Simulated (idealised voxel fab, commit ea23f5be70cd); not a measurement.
process module | voxel released beams
cross-section cut | 290 nm wide | cells 5 nm
A cross-section is a grid of square cells, given in bands from the top down. A band is one or more rows of cells.
Each band's line starts with the height of the band's top and of its bottom, in nm. Then come its materials from left to right, each with its width in nm. One material with "throughout" fills the band from edge to edge. "air" is empty space.
Height 0 is the level under which the wafer as received is all one material. The lowest band goes on downwards, as in "0 down".
A width such as "30 to 40" changes by the same amount from each row of cells to the next, from the band's top row to its bottom row.
"no change" after a step means that no cell of the cross-section changed.
closed voids: empty space of 8 cells or more with no open way to the top, each as width x height at its distance from the left edge, in nm
after a step's settings: what the simulator itself notes on the step
overlay nm, on a step with a mask: how far to the right of its planned place the mask lay; to the left if negative
plan
1 op RECEIVE | material Si
2 op CONFORMAL_DEP | material SiN | thk nm 10
3 op DIRECTIONAL_DEP | material SiO2 | thk nm 10
4 op MASKED_ETCH | tone open | mask id ANCHOR | width nm 40 | etch materials SiO2 | depth nm 10 | overlay nm 0
5 op CONFORMAL_DEP | material TiN | thk nm 15
6 op DIRECTIONAL_DEP | material aC | thk nm 15
7 op PATTERN | tone cover | mask id BEAM | material resist | width nm 100 | thk nm 35 | overlay nm 0
8 op DIRECTIONAL_ETCH | etch materials aC | depth nm 15
9 op STRIP | etch materials resist
10 op DIRECTIONAL_ETCH | etch materials TiN | depth nm 15
11 op STRIP | etch materials aC
12 op STRIP | etch materials SiO2
as received, after step 1
  0 down: Si throughout
  closed voids: none
a wafer at the end: this start, this plan, one mistake
  35 to 25: air 95 | TiN 15 | air 10 | TiN 70 | air 100
  25 to 20: air 95 | TiN 95 | air 100
  20 to 10: air 95 | TiN 40 | air 155
  10 to 0: SiN throughout
  0 down: Si throughout
  closed voids: none
what went wrong: step 7 ran as: op PATTERN | tone cover | mask id BEAM | material resist | width nm 95 | thk nm 35 | overlay nm 0
